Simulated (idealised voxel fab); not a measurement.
process module | voxel transistor to metal
cross-section cut | 160 nm wide | cells 5 nm
A cross-section is a grid of square cells, given in bands from the top down. A band is one or more rows of cells.
Each band's line starts with the height of the band's top and of its bottom, in nm. Then come its materials from left to right, each with its width in nm. One material with "throughout" fills the band from edge to edge. "air" is empty space.
Height 0 is the level under which the wafer as received is all one material. The lowest band goes on downwards, as in "0 down".
A width such as "30 to 40" changes by the same amount from each row of cells to the next, from the band's top row to its bottom row.
"no change" after a step means that no cell of the cross-section changed.
closed voids: empty space of 8 cells or more with no open way to the top, each as width x height at its distance from the left edge, in nm
after a step's settings: what the simulator itself notes on the step
overlay nm, on a step with a mask: how far to the right of its planned place the mask lay; to the left if negative
plan
1 op RECEIVE | material Si
2 op CONFORMAL_DEP | material SiO2 | thk nm 5
3 op CONFORMAL_DEP | material SiN | thk nm 10
4 op MASKED_ETCH | tone cover | mask id ACTIVE | width nm 100 | etch materials SiN | depth nm 10 | overlay nm 0
5 op MASKED_ETCH | tone cover | mask id ACTIVE | width nm 100 | etch materials SiO2 | depth nm 5 | overlay nm 0
6 op MASKED_ETCH | tone cover | mask id ACTIVE | width nm 100 | etch materials Si | depth nm 20 | overlay nm 0
7 op OXIDIZE | depth nm 5
8 op FILL_DEP | material SiO2 | thk nm 5
9 op CMP | height nm 15
10 op SELECTIVE_ETCH | etch materials SiO2 | depth nm 10
11 op STRIP | etch materials SiN
12 op SELECTIVE_ETCH | etch materials SiO2 | depth nm 5
13 op OXIDIZE | depth nm 5
14 op DIRECTIONAL_DEP | material polySi | thk nm 20
15 op DIRECTIONAL_DEP | material SiCN | thk nm 10
16 op DIRECTIONAL_DEP | material aC | thk nm 15
17 op PATTERN | tone cover | mask id GATE | material resist | width nm 30 | thk nm 30 | overlay nm 0
18 op DIRECTIONAL_ETCH | etch materials aC | depth nm 15
19 op STRIP | etch materials resist
20 op DIRECTIONAL_ETCH | etch materials SiCN | depth nm 20
21 op DIRECTIONAL_ETCH | etch materials polySi | depth nm 30
22 op STRIP | etch materials aC
23 op CONFORMAL_DEP | material SiO2 | thk nm 5
24 op DIRECTIONAL_ETCH | etch materials SiO2 | depth nm 5
25 op CONFORMAL_DEP | material SiN | thk nm 10
26 op DIRECTIONAL_ETCH | etch materials SiN | depth nm 10
27 op DIRECTIONAL_ETCH | etch materials SiO2 | depth nm 5
28 op DIRECTIONAL_ETCH | etch materials Si | depth nm 15
29 op EPI | material SiGe | thk nm 20
30 op FILL_DEP | material SiO2 | thk nm 5
31 op CMP | height nm 20
32 op STRIP | etch materials polySi
33 op SELECTIVE_ETCH | etch materials SiO2 | depth nm 5
34 op CONFORMAL_DEP | material HfO2 | thk nm 5
35 op CONFORMAL_DEP | material TiN | thk nm 5
36 op FILL_DEP | material W | thk nm 5
37 op CMP | height nm 15
38 op DIRECTIONAL_DEP | material SiO2 | thk nm 15
39 op MASKED_ETCH | tone open | mask id CONTACT | width nm 15 | pitch nm 75 | etch materials SiO2 | depth nm 15 | overlay nm 0
40 op CONFORMAL_DEP | material TiN | thk nm 5
41 op FILL_DEP | material Ru | thk nm 10
42 op CMP | height nm 30
43 op DIRECTIONAL_DEP | material TiN | thk nm 5
44 op DIRECTIONAL_DEP | material W | thk nm 15
45 op DIRECTIONAL_DEP | material aC | thk nm 15
46 op PATTERN | tone cover | mask id METAL_1 | material resist | width nm 15 | pitch nm 75 | thk nm 30 | overlay nm 0
47 op DIRECTIONAL_ETCH | etch materials aC | depth nm 15
48 op STRIP | etch materials resist
49 op DIRECTIONAL_ETCH | etch materials W | depth nm 15
50 op DIRECTIONAL_ETCH | etch materials TiN | depth nm 5
51 op STRIP | etch materials aC
52 op FILL_DEP | material lowk | thk nm 10
53 op CMP | height nm 50
54 op CONFORMAL_DEP | material SiN | thk nm 5
as received, after step 1
  0 down: Si throughout
  closed voids: none
a wafer at the end: this start, this plan, one mistake
  55 to 50: SiN throughout
  50 to 45: lowk 35 | TiN 15 | lowk 60 | TiN 15 | lowk 35
  45 to 30: W throughout
  30 to 20: SiO2 35 | TiN 5 | Ru 5 | TiN 5 | SiO2 60 | TiN 5 | Ru 5 | TiN 5 | SiO2 35
  20 to 15: SiO2 35 | TiN 15 | SiO2 60 | TiN 15 | SiO2 35
  15 to 5: SiO2 30 | SiGe 20 | SiN 10 | HfO2 5 | TiN 5 | W 20 | TiN 5 | HfO2 5 | SiN 10 | SiGe 20 | SiO2 30
  5 to 0: SiO2 30 | SiGe 20 | SiN 10 | HfO2 5 | TiN 30 | HfO2 5 | SiN 10 | SiGe 20 | SiO2 30
  0 to -5: SiO2 30 | SiGe 20 | SiO2 10 | HfO2 40 | SiO2 10 | SiGe 20 | SiO2 30
  -5 to -20: SiO2 35 | SiGe 15 | Si 60 | SiGe 15 | SiO2 35
  -20 to -25: SiO2 35 | Si 90 | SiO2 35
  -25 down: Si throughout
  closed voids: none
what went wrong: steps 43 and 44 were swapped
